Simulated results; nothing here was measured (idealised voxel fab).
Proc. module: voxel self aligned vias
Cross-section cut: width 140 nm, square cells of 5 nm.
A cross-section in this document is a grid of square cells, and it is written down as bands, the top band listed before the ones below it; a band is made up of one or more rows of cells. The entry gives the band's vertical extent as a top height and a bottom height in nm, then its horizontal make-up as materials from left to right, each with a width in nm. "empty" stands for empty space; a single material marked "full width" fills the band edge to edge. Zero point of the height axis is 0; under it, received wafer = one material. Lowest band: continues down indefinitely, "0 down". Width: "30 to 40" (first number = top row, second number = bottom row, same change from row to row of cells). Take "stayed the same" at face value: in the step it is given for, the cross-section changed in none of its cells. For the entry "Closed void inventory", the listed items are empty spaces with no open way to the top whose size is 8 cells or more; each item follows the pattern width x height at distance, where distance is from the left edge and all three are in nm. Anything after a step's settings on that line? It's the simulator's own note about the step. "overlay nm" answers the question of how far to the right of plan the mask lay on a step that has a mask, and when it is negative the answer is to the left.

The following list gives the planned process steps
- 1: RECEIVE,material Si
- 2: CONFORMAL_DEP,material SiO2,thk nm 15
- 3: CONFORMAL_DEP,material SiCN,thk nm 5
- 4: DIRECTIONAL_DEP,material SiO2,thk nm 20
- 5: MASKED_ETCH,tone open,mask id LINES,width nm 25,pitch nm 50,etch materials SiO2,depth nm 20,overlay nm 0
- 6: CONFORMAL_DEP,material TiN,thk nm 5
- 7: FILL_DEP,material W,thk nm 10
- 8: CMP,height nm 40
- 9: SELECTIVE_ETCH,etch materials W Ru TiN,depth nm 10
- 10: FILL_DEP,material SiN,thk nm 5
- 11: CMP,height nm 40
- 12: DIRECTIONAL_DEP,material SiO2,thk nm 15
- 13: PATTERN,tone open,mask id VIAS,material resist,width nm 35,thk nm 20,overlay nm 0
- 14: DIRECTIONAL_ETCH,etch materials SiO2,depth nm 15
- 15: DIRECTIONAL_ETCH,etch materials SiN,depth nm 10
- 16: STRIP,etch materials resist
- 17: CONFORMAL_DEP,material TiN,thk nm 5
- 18: FILL_DEP,material Cu,thk nm 10
- 19: CMP,height nm 55
- 20: CONFORMAL_DEP,material SiN,thk nm 5

Run as planned: first of two wafers

Cross-section: wafer on arrival = after step 1
* 0 down  Si full width
* Closed void inventory: none

Wafer xsec, post step 2
* 15 to 0  SiO2 full width
* Under 0: no change, same as before.

Wafer xsec, post step 3
* 20 to 15  SiCN full width
* Under 15: no change, same as before.

Wafer xsec, post step 4
* 40 to 20  SiO2 full width
* Under 20: no change, same as before.

Wafer xsec, post step 5
* 40 to 20  SiO2: 30; empty: 25; SiO2: 25; empty: 25; SiO2: 35
* Under 20: no change, same as before.

Wafer xsec, post step 6
* 45 to 40  TiN: 35; empty: 15; TiN: 35; empty: 15; TiN: 40
* 40 to 25  SiO2: 30; TiN: 5; empty: 15; TiN: 5; SiO2: 25; TiN: 5; empty: 15; TiN: 5; SiO2: 35
* 25 to 20  SiO2: 30; TiN: 25; SiO2: 25; TiN: 25; SiO2: 35
* Under 20: no change, same as before.

Wafer xsec, post step 7
* 55 to 45  W full width
* 45 to 40  TiN: 35; W: 15; TiN: 35; W: 15; TiN: 40
* 40 to 25  SiO2: 30; TiN: 5; W: 15; TiN: 5; SiO2: 25; TiN: 5; W: 15; TiN: 5; SiO2: 35
* Under 25: no change, same as before.

Wafer xsec, post step 8
* 40 to 25  SiO2: 30; TiN: 5; W: 15; TiN: 5; SiO2: 25; TiN: 5; W: 15; TiN: 5; SiO2: 35
* Under 25: no change, same as before.

Wafer xsec, post step 9
* 40 to 30  SiO2: 30; empty: 25; SiO2: 25; empty: 25; SiO2: 35
* Under 30: no change, same as before.

Wafer xsec, post step 10
* 45 to 40  SiN full width
* 40 to 30  SiO2: 30; SiN: 25; SiO2: 25; SiN: 25; SiO2: 35
* Under 30: no change, same as before.

Wafer xsec, post step 11
* 40 to 30  SiO2: 30; SiN: 25; SiO2: 25; SiN: 25; SiO2: 35
* Under 30: no change, same as before.

Wafer xsec, post step 12
* 55 to 40  SiO2 full width
* Under 40: no change, same as before.

Wafer xsec, post step 13
* 75 to 55  resist: 25; empty: 35; resist: 80
* Under 55: no change, same as before.

Wafer xsec, post step 14
* 75 to 55  resist: 25; empty: 35; resist: 80
* 55 to 40  SiO2: 25; empty: 35; SiO2: 80
* Under 40: no change, same as before.

Wafer xsec, post step 15
* 75 to 55  resist: 25; empty: 35; resist: 80
* 55 to 40  SiO2: 25; empty: 35; SiO2: 80
* 40 to 30  SiO2: 30; empty: 25; SiO2: 25; SiN: 25; SiO2: 35
* Under 30: no change, same as before.

Wafer xsec, post step 16
* 55 to 40  SiO2: 25; empty: 35; SiO2: 80
* Under 40: no change, same as before.

Wafer xsec, post step 17
* 60 to 55  TiN: 30; empty: 25; TiN: 85
* 55 to 45  SiO2: 25; TiN: 5; empty: 25; TiN: 5; SiO2: 80
* 45 to 40  SiO2: 25; TiN: 10; empty: 15; TiN: 10; SiO2: 80
* 40 to 35  SiO2: 30; TiN: 5; empty: 15; TiN: 5; SiO2: 25; SiN: 25; SiO2: 35
* 35 to 30  SiO2: 30; TiN: 25; SiO2: 25; SiN: 25; SiO2: 35
* Under 30: no change, same as before.

Wafer xsec, post step 18
* 70 to 60  Cu full width
* 60 to 55  TiN: 30; Cu: 25; TiN: 85
* 55 to 45  SiO2: 25; TiN: 5; Cu: 25; TiN: 5; SiO2: 80
* 45 to 40  SiO2: 25; TiN: 10; Cu: 15; TiN: 10; SiO2: 80
* 40 to 35  SiO2: 30; TiN: 5; Cu: 15; TiN: 5; SiO2: 25; SiN: 25; SiO2: 35
* Under 35: no change, same as before.

Wafer xsec, post step 19
* 55 to 45  SiO2: 25; TiN: 5; Cu: 25; TiN: 5; SiO2: 80
* Under 45: no change, same as before.

Wafer xsec, post step 20
* 60 to 55  SiN full width
* Under 55: no change, same as before.

Second wafer, same starting conditions and recipe as the first, one mistake in executing it, nothing differs from the first up to and including step 1

Cross-sectional representation of the second wafer at the time designated in the plan for the completion of step 2
* 30 to 0  SiO2 full width
* Under 0: no change, same as before.

Cross-sectional representation of the second wafer at the time designated in the plan for the completion of step 3
* 35 to 30  SiCN full width
* Under 30: no change, same as before.

Cross-sectional representation of the second wafer at the time designated in the plan for the completion of step 4
* 55 to 35  SiO2 full width
* Under 35: no change, same as before.

Cross-sectional representation of the second wafer at the time designated in the plan for the completion of step 5
* 55 to 35  SiO2: 30; empty: 25; SiO2: 25; empty: 25; SiO2: 35
* Under 35: no change, same as before.

Cross-sectional representation of the second wafer at the time designated in the plan for the completion of step 6
* 60 to 55  TiN: 35; empty: 15; TiN: 35; empty: 15; TiN: 40
* 55 to 40  SiO2: 30; TiN: 5; empty: 15; TiN: 5; SiO2: 25; TiN: 5; empty: 15; TiN: 5; SiO2: 35
* 40 to 35  SiO2: 30; TiN: 25; SiO2: 25; TiN: 25; SiO2: 35
* Under 35: no change, same as before.

Cross-sectional representation of the second wafer at the time designated in the plan for the completion of step 7
* 70 to 60  W full width
* 60 to 55  TiN: 35; W: 15; TiN: 35; W: 15; TiN: 40
* 55 to 40  SiO2: 30; TiN: 5; W: 15; TiN: 5; SiO2: 25; TiN: 5; W: 15; TiN: 5; SiO2: 35
* Under 40: no change, same as before.

Cross-sectional representation of the second wafer at the time designated in the plan for the completion of step 8
* 40 to 35  SiO2: 30; TiN: 25; SiO2: 25; TiN: 25; SiO2: 35
* Under 35: no change, same as before.

Cross-sectional representation of the second wafer at the time designated in the plan for the completion of step 9
* 40 to 35  SiO2: 30; empty: 25; SiO2: 25; empty: 25; SiO2: 35
* Under 35: no change, same as before.

Cross-sectional representation of the second wafer at the time designated in the plan for the completion of step 10
* 45 to 40  SiN full width
* 40 to 35  SiO2: 30; SiN: 25; SiO2: 25; SiN: 25; SiO2: 35
* Under 35: no change, same as before.

Cross-sectional representation of the second wafer at the time designated in the plan for the completion of step 11
* 40 to 35  SiO2: 30; SiN: 25; SiO2: 25; SiN: 25; SiO2: 35
* Under 35: no change, same as before.

Cross-sectional representation of the second wafer at the time designated in the plan for the completion of step 12
* 55 to 40  SiO2 full width
* Under 40: no change, same as before.

Cross-sectional representation of the second wafer at the time designated in the plan for the completion of step 13
* 75 to 55  resist: 25; empty: 35; resist: 80
* Under 55: no change, same as before.

Cross-sectional representation of the second wafer at the time designated in the plan for the completion of step 14
* 75 to 55  resist: 25; empty: 35; resist: 80
* 55 to 40  SiO2: 25; empty: 35; SiO2: 80
* Under 40: no change, same as before.

Cross-sectional representation of the second wafer at the time designated in the plan for the completion of step 15
* 75 to 55  resist: 25; empty: 35; resist: 80
* 55 to 40  SiO2: 25; empty: 35; SiO2: 80
* 40 to 35  SiO2: 30; empty: 25; SiO2: 25; SiN: 25; SiO2: 35
* Under 35: no change, same as before.

Cross-sectional representation of the second wafer at the time designated in the plan for the completion of step 16
* 55 to 40  SiO2: 25; empty: 35; SiO2: 80
* Under 40: no change, same as before.

Cross-sectional representation of the second wafer at the time designated in the plan for the completion of step 17
* 60 to 55  TiN: 30; empty: 25; TiN: 85
* 55 to 45  SiO2: 25; TiN: 5; empty: 25; TiN: 5; SiO2: 80
* 45 to 40  SiO2: 25; TiN: 10; empty: 15; TiN: 10; SiO2: 80
* 40 to 35  SiO2: 30; TiN: 25; SiO2: 25; SiN: 25; SiO2: 35
* Under 35: no change, same as before.

Cross-sectional representation of the second wafer at the time designated in the plan for the completion of step 18
* 70 to 60  Cu full width
* 60 to 55  TiN: 30; Cu: 25; TiN: 85
* 55 to 45  SiO2: 25; TiN: 5; Cu: 25; TiN: 5; SiO2: 80
* 45 to 40  SiO2: 25; TiN: 10; Cu: 15; TiN: 10; SiO2: 80
* Under 40: no change, same as before.

Cross-sectional representation of the second wafer at the time designated in the plan for the completion of step 19
* 55 to 45  SiO2: 25; TiN: 5; Cu: 25; TiN: 5; SiO2: 80
* Under 45: no change, same as before.

Cross-sectional representation of the second wafer at the time designated in the plan for the completion of step 20
* 60 to 55  SiN full width
* Under 55: no change, same as before.
Processing error: execution of plan step 2 occurred twice
Final tally in cells, some materials are higher or lower on the second wafer than on the first: Cu: 3 fewer, SiN: 5 fewer, SiO2: 30 more, TiN: 16 fewer, W: 6 fewer
